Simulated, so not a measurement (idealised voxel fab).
process module | voxel gate over fins
cross-section cut | 230 nm wide | cells 5 nm
A cross-section is a grid of square cells, given in bands from the top down. A band is one or more rows of cells.
Each band's line starts with the height of the band's top and of its bottom, in nm. Then come its materials from left to right, each with its width in nm. One material with "throughout" fills the band from edge to edge. "air" is empty space.
Height 0 is the level under which the wafer as received is all one material. The lowest band goes on downwards, as in "0 down".
A width such as "30 to 40" changes by the same amount from each row of cells to the next, from the band's top row to its bottom row.
"no change" after a step means that no cell of the cross-section changed.
closed voids: empty space of 8 cells or more with no open way to the top, each as width x height at its distance from the left edge, in nm
after a step's settings: what the simulator itself notes on the step
overlay nm, on a step with a mask: how far to the right of its planned place the mask lay; to the left if negative
plan
1 op RECEIVE | material Si
2 op CONFORMAL_DEP | material SiN | thk nm 10
3 op MASKED_ETCH | tone cover | mask id FINS | width nm 15 | pitch nm 50 | etch materials SiN | depth nm 10 | overlay nm 0
4 op MASKED_ETCH | tone cover | mask id FINS | width nm 15 | pitch nm 50 | etch materials Si | depth nm 35 | overlay nm 0
5 op FILL_DEP | material SiO2 | thk nm 5
6 op CMP | height nm 10
7 op MASKED_ETCH | tone open | mask id RAIL | width nm 15 | etch materials SiO2 | depth nm 40 | overlay nm 0
8 op CONFORMAL_DEP | material TiN | thk nm 5
9 op FILL_DEP | material Ru | thk nm 10
10 op CMP | height nm 10
11 op SELECTIVE_ETCH | etch materials W Ru TiN | depth nm 35
12 op FILL_DEP | material SiO2 | thk nm 5
13 op CMP | height nm 10
14 op SELECTIVE_ETCH | etch materials SiO2 | depth nm 25
15 op STRIP | etch materials SiN
16 op CONFORMAL_DEP | material HfO2 | thk nm 5
17 op CONFORMAL_DEP | material TiN | thk nm 5
18 op CONFORMAL_DEP | material TiAl | thk nm 5
19 op CONFORMAL_DEP | material TiN | thk nm 5
20 op FILL_DEP | material W | thk nm 10
21 op CMP | height nm 25
22 op CONFORMAL_DEP | material SiCN | thk nm 5
first wafer, as planned
as received, after step 1
  0 down: Si throughout
  closed voids: none
after step 2
  10 to 0: SiN throughout
  below 0: unchanged
after step 3
  10 to 0: air 80 | SiN 15 | air 35 | SiN 15 | air 85
  below 0: unchanged
after step 4
  10 to 0: air 80 | SiN 15 | air 35 | SiN 15 | air 85
  0 to -35: air 80 | Si 15 | air 35 | Si 15 | air 85
  below -35: unchanged
after step 5
  15 to 10: SiO2 throughout
  10 to 0: SiO2 80 | SiN 15 | SiO2 35 | SiN 15 | SiO2 85
  0 to -35: SiO2 80 | Si 15 | SiO2 35 | Si 15 | SiO2 85
  below -35: unchanged
after step 6
  10 to 0: SiO2 80 | SiN 15 | SiO2 35 | SiN 15 | SiO2 85
  below 0: unchanged
after step 7
  10 to 0: SiO2 80 | SiN 15 | SiO2 10 | air 15 | SiO2 10 | SiN 15 | SiO2 85
  0 to -30: SiO2 80 | Si 15 | SiO2 10 | air 15 | SiO2 10 | Si 15 | SiO2 85
  below -30: unchanged
after step 8
  15 to 10: TiN 110 | air 5 | TiN 115
  10 to 0: SiO2 80 | SiN 15 | SiO2 10 | TiN 5 | air 5 | TiN 5 | SiO2 10 | SiN 15 | SiO2 85
  0 to -25: SiO2 80 | Si 15 | SiO2 10 | TiN 5 | air 5 | TiN 5 | SiO2 10 | Si 15 | SiO2 85
  -25 to -30: SiO2 80 | Si 15 | SiO2 10 | TiN 15 | SiO2 10 | Si 15 | SiO2 85
  below -30: unchanged
after step 9
  25 to 15: Ru throughout
  15 to 10: TiN 110 | Ru 5 | TiN 115
  10 to 0: SiO2 80 | SiN 15 | SiO2 10 | TiN 5 | Ru 5 | TiN 5 | SiO2 10 | SiN 15 | SiO2 85
  0 to -25: SiO2 80 | Si 15 | SiO2 10 | TiN 5 | Ru 5 | TiN 5 | SiO2 10 | Si 15 | SiO2 85
  below -25: unchanged
after step 10
  10 to 0: SiO2 80 | SiN 15 | SiO2 10 | TiN 5 | Ru 5 | TiN 5 | SiO2 10 | SiN 15 | SiO2 85
  below 0: unchanged
after step 11
  10 to 0: SiO2 80 | SiN 15 | SiO2 10 | air 15 | SiO2 10 | SiN 15 | SiO2 85
  0 to -25: SiO2 80 | Si 15 | SiO2 10 | air 15 | SiO2 10 | Si 15 | SiO2 85
  below -25: unchanged
after step 12
  15 to 10: SiO2 throughout
  10 to 0: SiO2 80 | SiN 15 | SiO2 35 | SiN 15 | SiO2 85
  0 to -25: SiO2 80 | Si 15 | SiO2 35 | Si 15 | SiO2 85
  below -25: unchanged
after step 13
  10 to 0: SiO2 80 | SiN 15 | SiO2 35 | SiN 15 | SiO2 85
  below 0: unchanged
after step 14
  10 to 0: air 80 | SiN 15 | air 35 | SiN 15 | air 85
  0 to -15: air 80 | Si 15 | air 35 | Si 15 | air 85
  below -15: unchanged
after step 15
  0 to -15: air 80 | Si 15 | air 35 | Si 15 | air 85
  below -15: unchanged
after step 16
  5 to 0: air 75 | HfO2 25 | air 25 | HfO2 25 | air 80
  0 to -10: air 75 | HfO2 5 | Si 15 | HfO2 5 | air 25 | HfO2 5 | Si 15 | HfO2 5 | air 80
  -10 to -15: HfO2 80 | Si 15 | HfO2 35 | Si 15 | HfO2 85
  below -15: unchanged
after step 17
  10 to 5: air 70 | TiN 35 | air 15 | TiN 35 | air 75
  5 to 0: air 70 | TiN 5 | HfO2 25 | TiN 5 | air 15 | TiN 5 | HfO2 25 | TiN 5 | air 75
  0 to -5: air 70 | TiN 5 | HfO2 5 | Si 15 | HfO2 5 | TiN 5 | air 15 | TiN 5 | HfO2 5 | Si 15 | HfO2 5 | TiN 5 | air 75
  -5 to -10: TiN 75 | HfO2 5 | Si 15 | HfO2 5 | TiN 25 | HfO2 5 | Si 15 | HfO2 5 | TiN 80
  below -10: unchanged
after step 18
  15 to 10: air 65 | TiAl 45 | air 5 | TiAl 45 | air 70
  10 to 5: air 65 | TiAl 5 | TiN 35 | TiAl 5 | air 5 | TiAl 5 | TiN 35 | TiAl 5 | air 70
  5 to 0: air 65 | TiAl 5 | TiN 5 | HfO2 25 | TiN 5 | TiAl 5 | air 5 | TiAl 5 | TiN 5 | HfO2 25 | TiN 5 | TiAl 5 | air 70
  0 to -5: TiAl 70 | TiN 5 | HfO2 5 | Si 15 | HfO2 5 | TiN 5 | TiAl 15 | TiN 5 | HfO2 5 | Si 15 | HfO2 5 | TiN 5 | TiAl 75
  below -5: unchanged
after step 19
  20 to 15: air 60 | TiN 105 | air 65
  15 to 10: air 60 | TiN 5 | TiAl 45 | TiN 5 | TiAl 45 | TiN 5 | air 65
  10 to 5: air 60 | TiN 5 | TiAl 5 | TiN 35 | TiAl 5 | TiN 5 | TiAl 5 | TiN 35 | TiAl 5 | TiN 5 | air 65
  5 to 0: TiN 65 | TiAl 5 | TiN 5 | HfO2 25 | TiN 5 | TiAl 5 | TiN 5 | TiAl 5 | TiN 5 | HfO2 25 | TiN 5 | TiAl 5 | TiN 70
  below 0: unchanged
after step 20
  30 to 20: W throughout
  20 to 15: W 60 | TiN 105 | W 65
  15 to 10: W 60 | TiN 5 | TiAl 45 | TiN 5 | TiAl 45 | TiN 5 | W 65
  10 to 5: W 60 | TiN 5 | TiAl 5 | TiN 35 | TiAl 5 | TiN 5 | TiAl 5 | TiN 35 | TiAl 5 | TiN 5 | W 65
  below 5: unchanged
after step 21
  25 to 20: W throughout
  below 20: unchanged
after step 22
  30 to 25: SiCN throughout
  below 25: unchanged
second wafer: like start, like plan, one mistake. Through step 6 it matches the first wafer
when step 7 should have ended
  10 to 0: air 80 | SiN 15 | air 10 | SiO2 15 | air 10 | SiN 15 | air 85
  0 to -30: air 80 | Si 15 | air 10 | SiO2 15 | air 10 | Si 15 | air 85
  below -30: unchanged
when step 8 should have ended
  15 to 10: air 75 | TiN 75 | air 80
  10 to 0: air 75 | TiN 5 | SiN 15 | TiN 10 | SiO2 15 | TiN 10 | SiN 15 | TiN 5 | air 80
  0 to -25: air 75 | TiN 5 | Si 15 | TiN 10 | SiO2 15 | TiN 10 | Si 15 | TiN 5 | air 80
  -25 to -30: TiN 80 | Si 15 | TiN 10 | SiO2 15 | TiN 10 | Si 15 | TiN 85
  below -30: unchanged
when step 9 should have ended
  25 to 15: Ru throughout
  15 to 10: Ru 75 | TiN 75 | Ru 80
  10 to 0: Ru 75 | TiN 5 | SiN 15 | TiN 10 | SiO2 15 | TiN 10 | SiN 15 | TiN 5 | Ru 80
  0 to -25: Ru 75 | TiN 5 | Si 15 | TiN 10 | SiO2 15 | TiN 10 | Si 15 | TiN 5 | Ru 80
  below -25: unchanged
when step 10 should have ended
  10 to 0: Ru 75 | TiN 5 | SiN 15 | TiN 10 | SiO2 15 | TiN 10 | SiN 15 | TiN 5 | Ru 80
  below 0: unchanged
when step 11 should have ended
  10 to 0: air 80 | SiN 15 | air 10 | SiO2 15 | air 10 | SiN 15 | air 85
  0 to -25: air 80 | Si 15 | air 10 | SiO2 15 | air 10 | Si 15 | air 85
  below -25: unchanged
when step 12 should have ended
  15 to 10: SiO2 throughout
  10 to 0: SiO2 80 | SiN 15 | SiO2 35 | SiN 15 | SiO2 85
  0 to -25: SiO2 80 | Si 15 | SiO2 35 | Si 15 | SiO2 85
  below -25: unchanged
when step 13 should have ended
  10 to 0: SiO2 80 | SiN 15 | SiO2 35 | SiN 15 | SiO2 85
  below 0: unchanged
when step 14 should have ended
  10 to 0: air 80 | SiN 15 | air 35 | SiN 15 | air 85
  0 to -15: air 80 | Si 15 | air 35 | Si 15 | air 85
  below -15: unchanged
when step 15 should have ended
  0 to -15: air 80 | Si 15 | air 35 | Si 15 | air 85
  below -15: unchanged
when step 16 should have ended
  5 to 0: air 75 | HfO2 25 | air 25 | HfO2 25 | air 80
  0 to -10: air 75 | HfO2 5 | Si 15 | HfO2 5 | air 25 | HfO2 5 | Si 15 | HfO2 5 | air 80
  -10 to -15: HfO2 80 | Si 15 | HfO2 35 | Si 15 | HfO2 85
  below -15: unchanged
when step 17 should have ended
  10 to 5: air 70 | TiN 35 | air 15 | TiN 35 | air 75
  5 to 0: air 70 | TiN 5 | HfO2 25 | TiN 5 | air 15 | TiN 5 | HfO2 25 | TiN 5 | air 75
  0 to -5: air 70 | TiN 5 | HfO2 5 | Si 15 | HfO2 5 | TiN 5 | air 15 | TiN 5 | HfO2 5 | Si 15 | HfO2 5 | TiN 5 | air 75
  -5 to -10: TiN 75 | HfO2 5 | Si 15 | HfO2 5 | TiN 25 | HfO2 5 | Si 15 | HfO2 5 | TiN 80
  below -10: unchanged
when step 18 should have ended
  15 to 10: air 65 | TiAl 45 | air 5 | TiAl 45 | air 70
  10 to 5: air 65 | TiAl 5 | TiN 35 | TiAl 5 | air 5 | TiAl 5 | TiN 35 | TiAl 5 | air 70
  5 to 0: air 65 | TiAl 5 | TiN 5 | HfO2 25 | TiN 5 | TiAl 5 | air 5 | TiAl 5 | TiN 5 | HfO2 25 | TiN 5 | TiAl 5 | air 70
  0 to -5: TiAl 70 | TiN 5 | HfO2 5 | Si 15 | HfO2 5 | TiN 5 | TiAl 15 | TiN 5 | HfO2 5 | Si 15 | HfO2 5 | TiN 5 | TiAl 75
  below -5: unchanged
when step 19 should have ended
  20 to 15: air 60 | TiN 105 | air 65
  15 to 10: air 60 | TiN 5 | TiAl 45 | TiN 5 | TiAl 45 | TiN 5 | air 65
  10 to 5: air 60 | TiN 5 | TiAl 5 | TiN 35 | TiAl 5 | TiN 5 | TiAl 5 | TiN 35 | TiAl 5 | TiN 5 | air 65
  5 to 0: TiN 65 | TiAl 5 | TiN 5 | HfO2 25 | TiN 5 | TiAl 5 | TiN 5 | TiAl 5 | TiN 5 | HfO2 25 | TiN 5 | TiAl 5 | TiN 70
  below 0: unchanged
when step 20 should have ended
  30 to 20: W throughout
  20 to 15: W 60 | TiN 105 | W 65
  15 to 10: W 60 | TiN 5 | TiAl 45 | TiN 5 | TiAl 45 | TiN 5 | W 65
  10 to 5: W 60 | TiN 5 | TiAl 5 | TiN 35 | TiAl 5 | TiN 5 | TiAl 5 | TiN 35 | TiAl 5 | TiN 5 | W 65
  below 5: unchanged
when step 21 should have ended
  25 to 20: W throughout
  below 20: unchanged
when step 22 should have ended
  30 to 25: SiCN throughout
  below 25: unchanged
what went wrong: step 7 ran as: op MASKED_ETCH | tone cover | mask id RAIL | width nm 15 | etch materials SiO2 | depth nm 40 | overlay nm 0
at the end the second wafer has, in cells: 34 fewer of SiO2 | 34 more of TiN
